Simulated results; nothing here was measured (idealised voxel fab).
Process module, titled voxel self aligned vias
Pictured: cross-section cut, 175 nm wide, on a grid of 5 nm square cells.
Square cells in a grid make up a cross-section in this document, and the grid is given as bands, listed from the top down, each one or more rows of cells.
Heads up on the band format: heights come first, top then bottom, in nm. After that it's the materials left to right, each with its width in nm. A single material flagged "everywhere" fills the whole band edge to edge, and "air" means there's empty space there.
Height 0 is the level under which the wafer as received is all one material. The lowest band goes on downwards, as in "z 0 and below".
Width "30..40": first value at the band's top row of cells, second value at its bottom row, equal change from row to row.
What does "identical to before" mean for a step? It means no cell of the cross-section changed in that step.
Entry "Closed cavities". Content: empty spaces with no open connection to the top, size 8 cells or greater. Each: width x height at distance. Distance: from left edge. Unit: nm.
Anything after a step's settings on that line? It's the simulator's own note about the step.
"overlay nm" denotes, for a step that has a mask, the displacement of the mask to the right of its planned place, with negative values corresponding to the left.
PLANNED PROCESS STEPS
| 1 | RECEIVE with material Si |
| 2 | CONFORMAL_DEP with material SiO2, thk nm 10 |
| 3 | CONFORMAL_DEP with material SiCN, thk nm 5 |
| 4 | DIRECTIONAL_DEP with material lowk, thk nm 25 |
| 5 | MASKED_ETCH with tone open, mask id LINES, width nm 30, pitch nm 75, etch materials lowk, depth nm 25, overlay nm 0 |
| 6 | CONFORMAL_DEP with material TiN, thk nm 5 |
| 7 | FILL_DEP with material Ru, thk nm 10 |
| 8 | CMP with height nm 40 |
| 9 | SELECTIVE_ETCH with etch materials W Ru TiN, depth nm 10 |
| 10 | FILL_DEP with material SiN, thk nm 10 |
| 11 | CMP with height nm 40 |
| 12 | DIRECTIONAL_DEP with material lowk, thk nm 20 |
| 13 | MASKED_ETCH with tone open, mask id VIAS, width nm 50, etch materials lowk, depth nm 20, overlay nm 0 |
| 14 | MASKED_ETCH with tone open, mask id VIAS, width nm 50, etch materials SiN, depth nm 10, overlay nm 0 |
| 15 | CONFORMAL_DEP with material TiN, thk nm 5 |
| 16 | FILL_DEP with material Cu, thk nm 5 |
| 17 | CMP with height nm 60 |
| 18 | CONFORMAL_DEP with material SiN, thk nm 5 |
WAFER AT RECEIPT (POST STEP 1), CROSS-SECTION
> z 0 and below  Si everywhere
> Closed cavities: none
CROSS-SECTION TAKEN AT MODULE COMPLETION ON THE FIRST OF TWO WAFERS; PROCESSED PER THE PLAN
> z 65 to 60  SiN everywhere
> z 60 to 45  25 nm lowk, 5 nm TiN, 40 nm Cu, 5 nm TiN, 100 nm lowk
> z 45 to 40  25 nm lowk, 15 nm TiN, 20 nm Cu, 15 nm TiN, 100 nm lowk
> z 40 to 35  35 nm lowk, 5 nm TiN, 20 nm Cu, 5 nm TiN, 45 nm lowk, 30 nm SiN, 35 nm lowk
> z 35 to 30  35 nm lowk, 30 nm TiN, 45 nm lowk, 30 nm SiN, 35 nm lowk
> z 30 to 20  35 nm lowk, 5 nm TiN, 20 nm Ru, 5 nm TiN, 45 nm lowk, 5 nm TiN, 20 nm Ru, 5 nm TiN, 35 nm lowk
> z 20 to 15  35 nm lowk, 30 nm TiN, 45 nm lowk, 30 nm TiN, 35 nm lowk
> z 15 to 10  SiCN everywhere
> z 10 to 0  SiO2 everywhere
> z 0 and below  Si everywhere
> Closed cavities: none
CROSS-SECTION OF THE LATTER OF THE TWO WAFERS AT MODULE COMPLETION. IT HAD AN IDENTICAL START AND AN IDENTICAL PLAN TO THE FORMER; IN RUNNING IT, ONE MISTAKE WAS MADE
> z 65 to 60  SiN everywhere
> z 60 to 40  25 nm lowk, 5 nm TiN, 40 nm Cu, 5 nm TiN, 100 nm lowk
> z 40 to 35  25 nm lowk, 5 nm TiN, 40 nm Cu, 5 nm TiN, 35 nm lowk, 30 nm SiN, 35 nm lowk
> z 35 to 30  25 nm lowk, 50 nm TiN, 35 nm lowk, 30 nm SiN, 35 nm lowk
> z 30 to 20  25 nm lowk, 15 nm TiN, 20 nm Ru, 15 nm TiN, 35 nm lowk, 5 nm TiN, 20 nm Ru, 5 nm TiN, 35 nm lowk
> z 20 to 15  35 nm lowk, 30 nm TiN, 45 nm lowk, 30 nm TiN, 35 nm lowk
> z 15 to 10  SiCN everywhere
> z 10 to 0  SiO2 everywhere
> z 0 and below  Si everywhere
> Closed cavities: none
The mistake made against the process plan was this: step 13 was run twice
It is noted that, at the conclusion of processing, the second wafer exhibits a higher or lower cell count for certain materials relative to the first: Cu: 8 more | TiN: 8 more | lowk: 16 fewer
